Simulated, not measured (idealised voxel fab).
Process module heading - voxel quadruple lines
Square cell edge 5 nm, section width 205 nm, ID cut.
A cross-section is written here as square cells arranged in a grid, and it is given in bands from the top down, each band taking up one or more rows of cells. Each band's line starts with the height of the band's top and of its bottom, in nm. Then come its materials from left to right, each with its width in nm. One material with "throughout" fills the band from edge to edge. "air" is empty space. We count height from 0. Below that, the starting wafer is all one material. The lowest band never ends at the bottom but goes on down; see "z 0 and below" for how that is written. Note: "30..40" means the width goes from the first number (top row of the band) to the second number (bottom row) in equal steps per row of cells. Reading "everything unchanged" for a step: not a cell of the cross-section changed in it. Heads up: "Closed void list" only lists the empty pockets with no open path to the top that are 8 cells or more, and it writes them as width x height at distance, distance from the left edge, in nm. It should be noted that, on the line of a given step, the content following the step's settings is a remark produced by the simulator itself with respect to that step. overlay nm: for a step with a mask, the amount by which the mask lay right of where it was planned; a negative amount means left of it.

**Process steps (planned)**
1: RECEIVE,material Si
2: CONFORMAL_DEP,material SiO2,thk nm 10
3: DIRECTIONAL_DEP,material TiN,thk nm 15
4: DIRECTIONAL_DEP,material polySi,thk nm 20
5: DIRECTIONAL_DEP,material aC,thk nm 25
6: PATTERN,tone cover,mask id MANDREL,material resist,width nm 20,thk nm 30,overlay nm 0
7: DIRECTIONAL_ETCH,etch materials aC,depth nm 25
8: STRIP,etch materials resist
9: CONFORMAL_DEP,material SiO2,thk nm 10
10: DIRECTIONAL_ETCH,etch materials SiO2,depth nm 10
11: STRIP,etch materials aC
12: DIRECTIONAL_ETCH,etch materials polySi,depth nm 20
13: STRIP,etch materials SiO2
14: CONFORMAL_DEP,material SiN,thk nm 5
15: DIRECTIONAL_ETCH,etch materials SiN,depth nm 5
16: STRIP,etch materials polySi
17: DIRECTIONAL_ETCH,etch materials TiN,depth nm 15
18: STRIP,etch materials SiN

**first wafer, as planned**

**Here's what the wafer looked like in cross-section when it arrived - that's after step 1**
    z 0 and below = Si throughout
    Closed void list: none

**State of the wafer after step 2, shown in cross-section**
    z 10 to 0 = SiO2 throughout
    At heights below 0, the structure remains unaltered.

**State of the wafer after step 3, shown in cross-section**
    z 25 to 10 = TiN throughout
    At heights below 10, the structure remains unaltered.

**State of the wafer after step 4, shown in cross-section**
    z 45 to 25 = polySi throughout
    At heights below 25, the structure remains unaltered.

**State of the wafer after step 5, shown in cross-section**
    z 70 to 45 = aC throughout
    At heights below 45, the structure remains unaltered.

**State of the wafer after step 6, shown in cross-section**
    z 100 to 70 = 90 of air  20 of resist  95 of air
    At heights below 70, the structure remains unaltered.

**State of the wafer after step 7, shown in cross-section**
    z 75 to 70 = 90 of air  20 of resist  95 of air
    z 70 to 45 = 90 of air  20 of aC  95 of air
    At heights below 45, the structure remains unaltered.

**State of the wafer after step 8, shown in cross-section**
    z 70 to 45 = 90 of air  20 of aC  95 of air
    At heights below 45, the structure remains unaltered.

**State of the wafer after step 9, shown in cross-section**
    z 80 to 70 = 80 of air  40 of SiO2  85 of air
    z 70 to 55 = 80 of air  10 of SiO2  20 of aC  10 of SiO2  85 of air
    z 55 to 45 = 90 of SiO2  20 of aC  95 of SiO2
    At heights below 45, the structure remains unaltered.

**State of the wafer after step 10, shown in cross-section**
    z 70 to 45 = 80 of air  10 of SiO2  20 of aC  10 of SiO2  85 of air
    At heights below 45, the structure remains unaltered.

**State of the wafer after step 11, shown in cross-section**
    z 70 to 45 = 80 of air  10 of SiO2  20 of air  10 of SiO2  85 of air
    At heights below 45, the structure remains unaltered.

**State of the wafer after step 12, shown in cross-section**
    z 70 to 45 = 80 of air  10 of SiO2  20 of air  10 of SiO2  85 of air
    z 45 to 25 = 80 of air  10 of polySi  20 of air  10 of polySi  85 of air
    At heights below 25, the structure remains unaltered.

**State of the wafer after step 13, shown in cross-section**
    z 45 to 25 = 80 of air  10 of polySi  20 of air  10 of polySi  85 of air
    At heights below 25, the structure remains unaltered.

**State of the wafer after step 14, shown in cross-section**
    z 50 to 45 = 75 of air  20 of SiN  10 of air  20 of SiN  80 of air
    z 45 to 30 = 75 of air  5 of SiN  10 of polySi  5 of SiN  10 of air  5 of SiN  10 of polySi  5 of SiN  80 of air
    z 30 to 25 = 80 of SiN  10 of polySi  20 of SiN  10 of polySi  85 of SiN
    At heights below 25, the structure remains unaltered.

**State of the wafer after step 15, shown in cross-section**
    z 45 to 25 = 75 of air  5 of SiN  10 of polySi  5 of SiN  10 of air  5 of SiN  10 of polySi  5 of SiN  80 of air
    At heights below 25, the structure remains unaltered.

**State of the wafer after step 16, shown in cross-section**
    z 45 to 25 = 75 of air  5 of SiN  10 of air  5 of SiN  10 of air  5 of SiN  10 of air  5 of SiN  80 of air
    At heights below 25, the structure remains unaltered.

**State of the wafer after step 17, shown in cross-section**
    z 45 to 25 = 75 of air  5 of SiN  10 of air  5 of SiN  10 of air  5 of SiN  10 of air  5 of SiN  80 of air
    z 25 to 10 = 75 of air  5 of TiN  10 of air  5 of TiN  10 of air  5 of TiN  10 of air  5 of TiN  80 of air
    At heights below 10, the structure remains unaltered.

**State of the wafer after step 18, shown in cross-section**
    z 25 to 10 = 75 of air  5 of TiN  10 of air  5 of TiN  10 of air  5 of TiN  10 of air  5 of TiN  80 of air
    At heights below 10, the structure remains unaltered.

**Second wafer, same starting state and plan as the first, one mistake in the run, identical through step 2**

**Second wafer cross-section, taken as of the time the plan sets for step 3 to be done**
    z 40 to 10 = TiN throughout
    At heights below 10, the structure remains unaltered.

**Second wafer cross-section, taken as of the time the plan sets for step 4 to be done**
    z 60 to 40 = polySi throughout
    At heights below 40, the structure remains unaltered.

**Second wafer cross-section, taken as of the time the plan sets for step 5 to be done**
    z 85 to 60 = aC throughout
    At heights below 60, the structure remains unaltered.

**Second wafer cross-section, taken as of the time the plan sets for step 6 to be done**
    z 115 to 85 = 90 of air  20 of resist  95 of air
    At heights below 85, the structure remains unaltered.

**Second wafer cross-section, taken as of the time the plan sets for step 7 to be done**
    z 90 to 85 = 90 of air  20 of resist  95 of air
    z 85 to 60 = 90 of air  20 of aC  95 of air
    At heights below 60, the structure remains unaltered.

**Second wafer cross-section, taken as of the time the plan sets for step 8 to be done**
    z 85 to 60 = 90 of air  20 of aC  95 of air
    At heights below 60, the structure remains unaltered.

**Second wafer cross-section, taken as of the time the plan sets for step 9 to be done**
    z 95 to 85 = 80 of air  40 of SiO2  85 of air
    z 85 to 70 = 80 of air  10 of SiO2  20 of aC  10 of SiO2  85 of air
    z 70 to 60 = 90 of SiO2  20 of aC  95 of SiO2
    At heights below 60, the structure remains unaltered.

**Second wafer cross-section, taken as of the time the plan sets for step 10 to be done**
    z 85 to 60 = 80 of air  10 of SiO2  20 of aC  10 of SiO2  85 of air
    At heights below 60, the structure remains unaltered.

**Second wafer cross-section, taken as of the time the plan sets for step 11 to be done**
    z 85 to 60 = 80 of air  10 of SiO2  20 of air  10 of SiO2  85 of air
    At heights below 60, the structure remains unaltered.

**Second wafer cross-section, taken as of the time the plan sets for step 12 to be done**
    z 85 to 60 = 80 of air  10 of SiO2  20 of air  10 of SiO2  85 of air
    z 60 to 40 = 80 of air  10 of polySi  20 of air  10 of polySi  85 of air
    At heights below 40, the structure remains unaltered.

**Second wafer cross-section, taken as of the time the plan sets for step 13 to be done**
    z 60 to 40 = 80 of air  10 of polySi  20 of air  10 of polySi  85 of air
    At heights below 40, the structure remains unaltered.

**Second wafer cross-section, taken as of the time the plan sets for step 14 to be done**
    z 65 to 60 = 75 of air  20 of SiN  10 of air  20 of SiN  80 of air
    z 60 to 45 = 75 of air  5 of SiN  10 of polySi  5 of SiN  10 of air  5 of SiN  10 of polySi  5 of SiN  80 of air
    z 45 to 40 = 80 of SiN  10 of polySi  20 of SiN  10 of polySi  85 of SiN
    At heights below 40, the structure remains unaltered.

**Second wafer cross-section, taken as of the time the plan sets for step 15 to be done**
    z 60 to 40 = 75 of air  5 of SiN  10 of polySi  5 of SiN  10 of air  5 of SiN  10 of polySi  5 of SiN  80 of air
    At heights below 40, the structure remains unaltered.

**Second wafer cross-section, taken as of the time the plan sets for step 16 to be done**
    z 60 to 40 = 75 of air  5 of SiN  10 of air  5 of SiN  10 of air  5 of SiN  10 of air  5 of SiN  80 of air
    At heights below 40, the structure remains unaltered.

**Second wafer cross-section, taken as of the time the plan sets for step 17 to be done**
    z 60 to 40 = 75 of air  5 of SiN  10 of air  5 of SiN  10 of air  5 of SiN  10 of air  5 of SiN  80 of air
    z 40 to 25 = 75 of air  5 of TiN  10 of air  5 of TiN  10 of air  5 of TiN  10 of air  5 of TiN  80 of air
    At heights below 25, the structure remains unaltered.

**Second wafer cross-section, taken as of the time the plan sets for step 18 to be done**
    z 40 to 25 = 75 of air  5 of TiN  10 of air  5 of TiN  10 of air  5 of TiN  10 of air  5 of TiN  80 of air
    At heights below 25, the structure remains unaltered.
Run error: step 3 of the plan saw execution twice
Counted in cells at the end, the second wafer holds more or fewer of these materials than the first: 123 more of TiN
